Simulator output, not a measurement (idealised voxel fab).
Name of the process module below: voxel spacer lines
260 nm wide, 5 nm square cells: that's cross-section cut.
We lay out every cross-section as a grid of square cells and spell it out in bands from the top down, where one band means one or more rows of cells.
Basically the band line says how high the top is and how high the bottom is, in nm, and then what's in it from left to right, every material with its width in nm. Empty space shows up as "empty", and if a single material carries "everywhere" it runs the full band edge to edge.
Beneath 0, the wafer as received is one material, and that level is where height counting begins. The lowest band goes on downward without a bottom; it is written like "z 0 and below".
Top row gets the first number, bottom row gets the second, and each row in between changes by the same step: that is how a band width like "30..40" works.
"no change" -> step changed no cross-section cell.
Closed void catalog: empty space of 8 cells or more with no open way to the top, each as width x height at its distance from the left edge, in nm
On a step's line, text after the settings is the simulator commenting on that step.
overlay nm: where the mask lay relative to plan, measured to the right, on steps with a mask; negatives go left.

**The planned process steps are enumerated hereunder**
1 RECEIVE, material Si
2 CONFORMAL_DEP, material Al2O3, thk nm 10
3 DIRECTIONAL_DEP, material W, thk nm 10
4 DIRECTIONAL_DEP, material aC, thk nm 30
5 PATTERN, tone cover, mask id MANDREL, material resist, width nm 20, pitch nm 60, thk nm 40, overlay nm 0
6 DIRECTIONAL_ETCH, etch materials aC, depth nm 30
7 STRIP, etch materials resist
8 CONFORMAL_DEP, material SiO2, thk nm 10
9 DIRECTIONAL_ETCH, etch materials SiO2, depth nm 10
10 STRIP, etch materials aC
11 DIRECTIONAL_ETCH, etch materials W, depth nm 10
12 STRIP, etch materials SiO2
13 FILL_DEP, material lowk, thk nm 5
14 CMP, height nm 20

**Cross-section of the incoming wafer, state after step 1**
z 0 and below = Si everywhere
Closed void catalog: none

**Post-module cross-section: identical start and plan to those above, one misstep in execution**
z 20 to 15 = lowk (50), then W (10), then lowk (20), then W (10), then lowk (20), then W (10), then lowk (20), then W (10), then lowk (20), then W (10), then lowk (20), then W (10), then lowk (50)
z 15 to 0 = Al2O3 everywhere
z 0 and below = Si everywhere
Closed void catalog: none
Finding, execution versus plan: so step 2 ended up running with a different setting than we planned, it ran as CONFORMAL_DEP, material Al2O3, thk nm 15
